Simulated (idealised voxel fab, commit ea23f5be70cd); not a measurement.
process module | voxel self aligned vias
265 nm wide, 5 nm square cells: that's cross-section cut.
Each cross-section below is a grid of square cells, stated as bands in top-down order, with one or more rows of cells making up each band. The band entry comprises the height of the band's top followed by the height of its bottom, expressed in nm, and subsequently the band's materials from left to right, each stated together with its width in nm. Where a single material is marked with the word "everywhere", that material fills the band from edge to edge. The word "blank" represents empty space. Ref level 0: as-received wafer is one material below here. Bottom band extends down with no lower bound ("0 -> down"). It should be noted that a width expressed as "30..40" varies in equal increments from row to row of cells within the band, taking the value of the first number at the top row and that of the second number at the bottom row. Key: "remains unaltered" - step with no changed cell in the cross-section. Basically, "Fully enclosed voids" tells you about the enclosed voids: empty spaces with no open way to the top, 8 cells or bigger, each written width x height at distance, where distance is from the left edge, all in nm. Note: text after step settings on the step line = simulator remark on that step. "overlay nm" on a masked step: distance the mask lay right of its planned place, negative for left.

### These are the steps we planned for the process
1 RECEIVE, material Si
2 CONFORMAL_DEP, material SiO2, thk nm 15
3 CONFORMAL_DEP, material SiCN, thk nm 5
4 DIRECTIONAL_DEP, material lowk, thk nm 30
5 PATTERN, tone open, mask id LINES, material resist, width nm 20, pitch nm 65, thk nm 20, overlay nm 0
6 DIRECTIONAL_ETCH, etch materials lowk, depth nm 30
7 STRIP, etch materials resist
8 CONFORMAL_DEP, material TiN, thk nm 5
9 FILL_DEP, material W, thk nm 5
10 CMP, height nm 50
11 SELECTIVE_ETCH, etch materials W Ru TiN, depth nm 5
12 FILL_DEP, material SiN, thk nm 10
13 CMP, height nm 50
14 DIRECTIONAL_DEP, material lowk, thk nm 20
15 DIRECTIONAL_DEP, material aC, thk nm 10
16 PATTERN, tone open, mask id VIAS, material resist, width nm 40, pitch nm 65, thk nm 30, overlay nm 0
17 DIRECTIONAL_ETCH, etch materials aC, depth nm 10
18 STRIP, etch materials resist
19 DIRECTIONAL_ETCH, etch materials lowk, depth nm 20
20 DIRECTIONAL_ETCH, etch materials SiN, depth nm 5
21 STRIP, etch materials aC
22 CONFORMAL_DEP, material TiN, thk nm 5
23 FILL_DEP, material W, thk nm 5
24 CMP, height nm 70
25 CONFORMAL_DEP, material SiCN, thk nm 5

### Wafer, first of two, run as planned

### Wafer as received: cross-section following step 1
	0 -> down: Si everywhere
	Fully enclosed voids: none

### Wafer after step 2 (cross-section)
	15 -> 0: SiO2 everywhere
	Nothing below the height 0 has changed.

### Wafer after step 3 (cross-section)
	20 -> 15: SiCN everywhere
	Nothing below the height 15 has changed.

### Wafer after step 4 (cross-section)
	50 -> 20: lowk everywhere
	Nothing below the height 20 has changed.

### Wafer after step 5 (cross-section)
	70 -> 50: resist 90 nm, then blank 20 nm, then resist 45 nm, then blank 20 nm, then resist 90 nm
	Nothing below the height 50 has changed.

### Wafer after step 6 (cross-section)
	70 -> 50: resist 90 nm, then blank 20 nm, then resist 45 nm, then blank 20 nm, then resist 90 nm
	50 -> 20: lowk 90 nm, then blank 20 nm, then lowk 45 nm, then blank 20 nm, then lowk 90 nm
	Nothing below the height 20 has changed.

### Wafer after step 7 (cross-section)
	50 -> 20: lowk 90 nm, then blank 20 nm, then lowk 45 nm, then blank 20 nm, then lowk 90 nm
	Nothing below the height 20 has changed.

### Wafer after step 8 (cross-section)
	55 -> 50: TiN 95 nm, then blank 10 nm, then TiN 55 nm, then blank 10 nm, then TiN 95 nm
	50 -> 25: lowk 90 nm, then TiN 5 nm, then blank 10 nm, then TiN 5 nm, then lowk 45 nm, then TiN 5 nm, then blank 10 nm, then TiN 5 nm, then lowk 90 nm
	25 -> 20: lowk 90 nm, then TiN 20 nm, then lowk 45 nm, then TiN 20 nm, then lowk 90 nm
	Nothing below the height 20 has changed.

### Wafer after step 9 (cross-section)
	60 -> 55: W everywhere
	55 -> 50: TiN 95 nm, then W 10 nm, then TiN 55 nm, then W 10 nm, then TiN 95 nm
	50 -> 25: lowk 90 nm, then TiN 5 nm, then W 10 nm, then TiN 5 nm, then lowk 45 nm, then TiN 5 nm, then W 10 nm, then TiN 5 nm, then lowk 90 nm
	Nothing below the height 25 has changed.

### Wafer after step 10 (cross-section)
	50 -> 25: lowk 90 nm, then TiN 5 nm, then W 10 nm, then TiN 5 nm, then lowk 45 nm, then TiN 5 nm, then W 10 nm, then TiN 5 nm, then lowk 90 nm
	Nothing below the height 25 has changed.

### Wafer after step 11 (cross-section)
	50 -> 45: lowk 90 nm, then blank 20 nm, then lowk 45 nm, then blank 20 nm, then lowk 90 nm
	Nothing below the height 45 has changed.

### Wafer after step 12 (cross-section)
	60 -> 50: SiN everywhere
	50 -> 45: lowk 90 nm, then SiN 20 nm, then lowk 45 nm, then SiN 20 nm, then lowk 90 nm
	Nothing below the height 45 has changed.

### Wafer after step 13 (cross-section)
	50 -> 45: lowk 90 nm, then SiN 20 nm, then lowk 45 nm, then SiN 20 nm, then lowk 90 nm
	Nothing below the height 45 has changed.

### Wafer after step 14 (cross-section)
	70 -> 50: lowk everywhere
	Nothing below the height 50 has changed.

### Wafer after step 15 (cross-section)
	80 -> 70: aC everywhere
	Nothing below the height 70 has changed.

### Wafer after step 16 (cross-section)
	110 -> 80: resist 80 nm, then blank 40 nm, then resist 25 nm, then blank 40 nm, then resist 80 nm
	Nothing below the height 80 has changed.

### Wafer after step 17 (cross-section)
	100 -> 80: resist 80 nm, then blank 40 nm, then resist 25 nm, then blank 40 nm, then resist 80 nm
	80 -> 70: aC 80 nm, then blank 40 nm, then aC 25 nm, then blank 40 nm, then aC 80 nm
	Nothing below the height 70 has changed.

### Wafer after step 18 (cross-section)
	80 -> 70: aC 80 nm, then blank 40 nm, then aC 25 nm, then blank 40 nm, then aC 80 nm
	Nothing below the height 70 has changed.

### Wafer after step 19 (cross-section)
	80 -> 70: aC 80 nm, then blank 40 nm, then aC 25 nm, then blank 40 nm, then aC 80 nm
	70 -> 50: lowk 80 nm, then blank 40 nm, then lowk 25 nm, then blank 40 nm, then lowk 80 nm
	Nothing below the height 50 has changed.

### Wafer after step 20 (cross-section)
	80 -> 70: aC 80 nm, then blank 40 nm, then aC 25 nm, then blank 40 nm, then aC 80 nm
	70 -> 50: lowk 80 nm, then blank 40 nm, then lowk 25 nm, then blank 40 nm, then lowk 80 nm
	50 -> 45: lowk 90 nm, then blank 20 nm, then lowk 45 nm, then blank 20 nm, then lowk 90 nm
	Nothing below the height 45 has changed.

### Wafer after step 21 (cross-section)
	70 -> 50: lowk 80 nm, then blank 40 nm, then lowk 25 nm, then blank 40 nm, then lowk 80 nm
	Nothing below the height 50 has changed.

### Wafer after step 22 (cross-section)
	75 -> 70: TiN 85 nm, then blank 30 nm, then TiN 35 nm, then blank 30 nm, then TiN 85 nm
	70 -> 55: lowk 80 nm, then TiN 5 nm, then blank 30 nm, then TiN 5 nm, then lowk 25 nm, then TiN 5 nm, then blank 30 nm, then TiN 5 nm, then lowk 80 nm
	55 -> 50: lowk 80 nm, then TiN 15 nm, then blank 10 nm, then TiN 15 nm, then lowk 25 nm, then TiN 15 nm, then blank 10 nm, then TiN 15 nm, then lowk 80 nm
	50 -> 45: lowk 90 nm, then TiN 20 nm, then lowk 45 nm, then TiN 20 nm, then lowk 90 nm
	Nothing below the height 45 has changed.

### Wafer after step 23 (cross-section)
	80 -> 75: W everywhere
	75 -> 70: TiN 85 nm, then W 30 nm, then TiN 35 nm, then W 30 nm, then TiN 85 nm
	70 -> 55: lowk 80 nm, then TiN 5 nm, then W 30 nm, then TiN 5 nm, then lowk 25 nm, then TiN 5 nm, then W 30 nm, then TiN 5 nm, then lowk 80 nm
	55 -> 50: lowk 80 nm, then TiN 15 nm, then W 10 nm, then TiN 15 nm, then lowk 25 nm, then TiN 15 nm, then W 10 nm, then TiN 15 nm, then lowk 80 nm
	Nothing below the height 50 has changed.

### Wafer after step 24 (cross-section)
	70 -> 55: lowk 80 nm, then TiN 5 nm, then W 30 nm, then TiN 5 nm, then lowk 25 nm, then TiN 5 nm, then W 30 nm, then TiN 5 nm, then lowk 80 nm
	Nothing below the height 55 has changed.

### Wafer after step 25 (cross-section)
	75 -> 70: SiCN everywhere
	Nothing below the height 70 has changed.

### Second of two: same start, same plan, one run error; steps up to and including 4 match the first

### Second wafer shown in cross-section at the time step 5 was slated to end
	70 -> 50: blank 90 nm, then resist 20 nm, then blank 45 nm, then resist 20 nm, then blank 90 nm
	Nothing below the height 50 has changed.

### Second wafer shown in cross-section at the time step 6 was slated to end
	70 -> 50: blank 90 nm, then resist 20 nm, then blank 45 nm, then resist 20 nm, then blank 90 nm
	50 -> 20: blank 90 nm, then lowk 20 nm, then blank 45 nm, then lowk 20 nm, then blank 90 nm
	Nothing below the height 20 has changed.

### Second wafer shown in cross-section at the time step 7 was slated to end
	50 -> 20: blank 90 nm, then lowk 20 nm, then blank 45 nm, then lowk 20 nm, then blank 90 nm
	Nothing below the height 20 has changed.

### Second wafer shown in cross-section at the time step 8 was slated to end
	55 -> 50: blank 85 nm, then TiN 30 nm, then blank 35 nm, then TiN 30 nm, then blank 85 nm
	50 -> 25: blank 85 nm, then TiN 5 nm, then lowk 20 nm, then TiN 5 nm, then blank 35 nm, then TiN 5 nm, then lowk 20 nm, then TiN 5 nm, then blank 85 nm
	25 -> 20: TiN 90 nm, then lowk 20 nm, then TiN 45 nm, then lowk 20 nm, then TiN 90 nm
	Nothing below the height 20 has changed.

### Second wafer shown in cross-section at the time step 9 was slated to end
	60 -> 55: W everywhere
	55 -> 50: W 85 nm, then TiN 30 nm, then W 35 nm, then TiN 30 nm, then W 85 nm
	50 -> 25: W 85 nm, then TiN 5 nm, then lowk 20 nm, then TiN 5 nm, then W 35 nm, then TiN 5 nm, then lowk 20 nm, then TiN 5 nm, then W 85 nm
	Nothing below the height 25 has changed.

### Second wafer shown in cross-section at the time step 10 was slated to end
	50 -> 25: W 85 nm, then TiN 5 nm, then lowk 20 nm, then TiN 5 nm, then W 35 nm, then TiN 5 nm, then lowk 20 nm, then TiN 5 nm, then W 85 nm
	Nothing below the height 25 has changed.

### Second wafer shown in cross-section at the time step 11 was slated to end
	50 -> 45: blank 90 nm, then lowk 20 nm, then blank 45 nm, then lowk 20 nm, then blank 90 nm
	Nothing below the height 45 has changed.

### Second wafer shown in cross-section at the time step 12 was slated to end
	60 -> 50: SiN everywhere
	50 -> 45: SiN 90 nm, then lowk 20 nm, then SiN 45 nm, then lowk 20 nm, then SiN 90 nm
	Nothing below the height 45 has changed.

### Second wafer shown in cross-section at the time step 13 was slated to end
	50 -> 45: SiN 90 nm, then lowk 20 nm, then SiN 45 nm, then lowk 20 nm, then SiN 90 nm
	Nothing below the height 45 has changed.

### Second wafer shown in cross-section at the time step 14 was slated to end
	70 -> 50: lowk everywhere
	Nothing below the height 50 has changed.

### Second wafer shown in cross-section at the time step 15 was slated to end
	80 -> 70: aC everywhere
	Nothing below the height 70 has changed.

### Second wafer shown in cross-section at the time step 16 was slated to end
	110 -> 80: resist 80 nm, then blank 40 nm, then resist 25 nm, then blank 40 nm, then resist 80 nm
	Nothing below the height 80 has changed.

### Second wafer shown in cross-section at the time step 17 was slated to end
	100 -> 80: resist 80 nm, then blank 40 nm, then resist 25 nm, then blank 40 nm, then resist 80 nm
	80 -> 70: aC 80 nm, then blank 40 nm, then aC 25 nm, then blank 40 nm, then aC 80 nm
	Nothing below the height 70 has changed.

### Second wafer shown in cross-section at the time step 18 was slated to end
	80 -> 70: aC 80 nm, then blank 40 nm, then aC 25 nm, then blank 40 nm, then aC 80 nm
	Nothing below the height 70 has changed.

### Second wafer shown in cross-section at the time step 19 was slated to end
	80 -> 70: aC 80 nm, then blank 40 nm, then aC 25 nm, then blank 40 nm, then aC 80 nm
	70 -> 50: lowk 80 nm, then blank 40 nm, then lowk 25 nm, then blank 40 nm, then lowk 80 nm
	Nothing below the height 50 has changed.

### Second wafer shown in cross-section at the time step 20 was slated to end
	80 -> 70: aC 80 nm, then blank 40 nm, then aC 25 nm, then blank 40 nm, then aC 80 nm
	70 -> 50: lowk 80 nm, then blank 40 nm, then lowk 25 nm, then blank 40 nm, then lowk 80 nm
	50 -> 45: SiN 80 nm, then blank 10 nm, then lowk 20 nm, then blank 10 nm, then SiN 25 nm, then blank 10 nm, then lowk 20 nm, then blank 10 nm, then SiN 80 nm
	Nothing below the height 45 has changed.

### Second wafer shown in cross-section at the time step 21 was slated to end
	70 -> 50: lowk 80 nm, then blank 40 nm, then lowk 25 nm, then blank 40 nm, then lowk 80 nm
	Nothing below the height 50 has changed.

### Second wafer shown in cross-section at the time step 22 was slated to end
	75 -> 70: TiN 85 nm, then blank 30 nm, then TiN 35 nm, then blank 30 nm, then TiN 85 nm
	70 -> 55: lowk 80 nm, then TiN 5 nm, then blank 30 nm, then TiN 5 nm, then lowk 25 nm, then TiN 5 nm, then blank 30 nm, then TiN 5 nm, then lowk 80 nm
	55 -> 50: lowk 80 nm, then TiN 40 nm, then lowk 25 nm, then TiN 40 nm, then lowk 80 nm
	50 -> 45: SiN 80 nm, then TiN 10 nm, then lowk 20 nm, then TiN 10 nm, then SiN 25 nm, then TiN 10 nm, then lowk 20 nm, then TiN 10 nm, then SiN 80 nm
	Nothing below the height 45 has changed.

### Second wafer shown in cross-section at the time step 23 was slated to end
	80 -> 75: W everywhere
	75 -> 70: TiN 85 nm, then W 30 nm, then TiN 35 nm, then W 30 nm, then TiN 85 nm
	70 -> 55: lowk 80 nm, then TiN 5 nm, then W 30 nm, then TiN 5 nm, then lowk 25 nm, then TiN 5 nm, then W 30 nm, then TiN 5 nm, then lowk 80 nm
	Nothing below the height 55 has changed.

### Second wafer shown in cross-section at the time step 24 was slated to end
	70 -> 55: lowk 80 nm, then TiN 5 nm, then W 30 nm, then TiN 5 nm, then lowk 25 nm, then TiN 5 nm, then W 30 nm, then TiN 5 nm, then lowk 80 nm
	Nothing below the height 55 has changed.

### Second wafer shown in cross-section at the time step 25 was slated to end
	75 -> 70: SiCN everywhere
	Nothing below the height 70 has changed.
Deviation from plan: step 5 ran as: PATTERN, tone cover, mask id LINES, material resist, width nm 20, pitch nm 65, thk nm 20, overlay nm 0
Materials where the second wafer ends with more or fewer cells than the first: SiN +37; TiN +41; W +144; lowk -222
